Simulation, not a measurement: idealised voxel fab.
The document below concerns the process module designated voxel gate over fins.
Section shown: cut. Width: 210 nm. Cell size: 5 nm, square.
A cross-section in this document is a grid of square cells, and it is written down as bands, the top band listed before the ones below it; a band is made up of one or more rows of cells.
Look at the band entry: it leads with the top's height and the bottom's height in nm. Then it lists the materials left to right, with a width in nm for each. The word "edge to edge" on a single material says that material fills the band edge to edge. The word "blank" is empty space.
Heights are measured from 0, the level below which the as-received wafer is all one material; the lowest band has no bottom and continues downward, written as in "0 nm and below".
A width such as "30..40" changes by the same amount from each row of cells to the next, from the band's top row to its bottom row.
Where the words "nothing changed" appear for a step, the cross-section shows no cell changed by that step; every cell remained as before.
Each empty space that has no open way to the top and spans at least 8 cells appears under "Trapped void list" as width x height at distance, the distance counted from the left edge, all in nm.
Whatever follows a step's settings on its line is a remark the simulator itself makes about that step.
overlay nm: step with mask; distance mask lay right of planned place; negative value = left of planned place.

**Planned process steps**
1: RECEIVE [material Si]
2: CONFORMAL_DEP [material SiN] [thk nm 10]
3: PATTERN [tone cover] [mask id FINS] [material resist] [width nm 15] [pitch nm 45] [thk nm 15] [overlay nm 0]
4: DIRECTIONAL_ETCH [etch materials SiN] [depth nm 10]
5: DIRECTIONAL_ETCH [etch materials Si] [depth nm 40]
6: STRIP [etch materials resist]
7: OXIDIZE [depth nm 5]
8: FILL_DEP [material SiO2] [thk nm 5]
9: CMP [height nm 10]
10: SELECTIVE_ETCH [etch materials SiO2] [depth nm 20]
11: STRIP [etch materials SiN]
12: CONFORMAL_DEP [material HfO2] [thk nm 5]
13: CONFORMAL_DEP [material TiN] [thk nm 5]
14: FILL_DEP [material W] [thk nm 10]
15: CMP [height nm 15]
16: CONFORMAL_DEP [material SiCN] [thk nm 10]

**Here's what the wafer looked like in cross-section when it arrived - that's after step 1**
* 0 nm and below | Si edge to edge
* Trapped void list: none

**Final wafer profile in cross-section after the module, from the same start and plan as above, with one mistake made during processing**
* 25 nm to 15 nm | SiCN edge to edge
* 15 nm to 10 nm | W edge to edge
* 10 nm to 5 nm | W: 45, then TiN: 25, then W: 20, then TiN: 25, then W: 20, then TiN: 25, then W: 50
* 5 nm to 0 nm | W: 45, then TiN: 5, then HfO2: 15, then TiN: 5, then W: 20, then TiN: 5, then HfO2: 15, then TiN: 5, then W: 20, then TiN: 5, then HfO2: 15, then TiN: 5, then W: 50
* 0 nm to -5 nm | TiN: 40, then W: 5, then TiN: 5, then HfO2: 5, then Si: 5, then HfO2: 5, then TiN: 5, then W: 20, then TiN: 5, then HfO2: 5, then Si: 5, then HfO2: 5, then TiN: 5, then W: 20, then TiN: 5, then HfO2: 5, then Si: 5, then HfO2: 5, then TiN: 5, then W: 5, then TiN: 45
* -5 nm to -10 nm | HfO2: 35, then TiN: 5, then W: 5, then TiN: 5, then HfO2: 5, then Si: 5, then HfO2: 5, then TiN: 5, then W: 20, then TiN: 5, then HfO2: 5, then Si: 5, then HfO2: 5, then TiN: 5, then W: 20, then TiN: 5, then HfO2: 5, then Si: 5, then HfO2: 5, then TiN: 5, then W: 5, then TiN: 5, then HfO2: 40
* -10 nm to -15 nm | SiO2: 30, then HfO2: 5, then TiN: 15, then HfO2: 5, then Si: 5, then HfO2: 5, then TiN: 30, then HfO2: 5, then Si: 5, then HfO2: 5, then TiN: 30, then HfO2: 5, then Si: 5, then HfO2: 5, then TiN: 15, then HfO2: 5, then SiO2: 35
* -15 nm to -20 nm | SiO2: 30, then HfO2: 25, then Si: 5, then HfO2: 40, then Si: 5, then HfO2: 40, then Si: 5, then HfO2: 25, then SiO2: 35
* -20 nm to -45 nm | SiO2: 55, then Si: 5, then SiO2: 40, then Si: 5, then SiO2: 40, then Si: 5, then SiO2: 60
* -45 nm and below | Si edge to edge
* Trapped void list: none
So what did we get wrong on this run? it was found that steps 10 and 11 of the process plan had been performed in exchanged positions
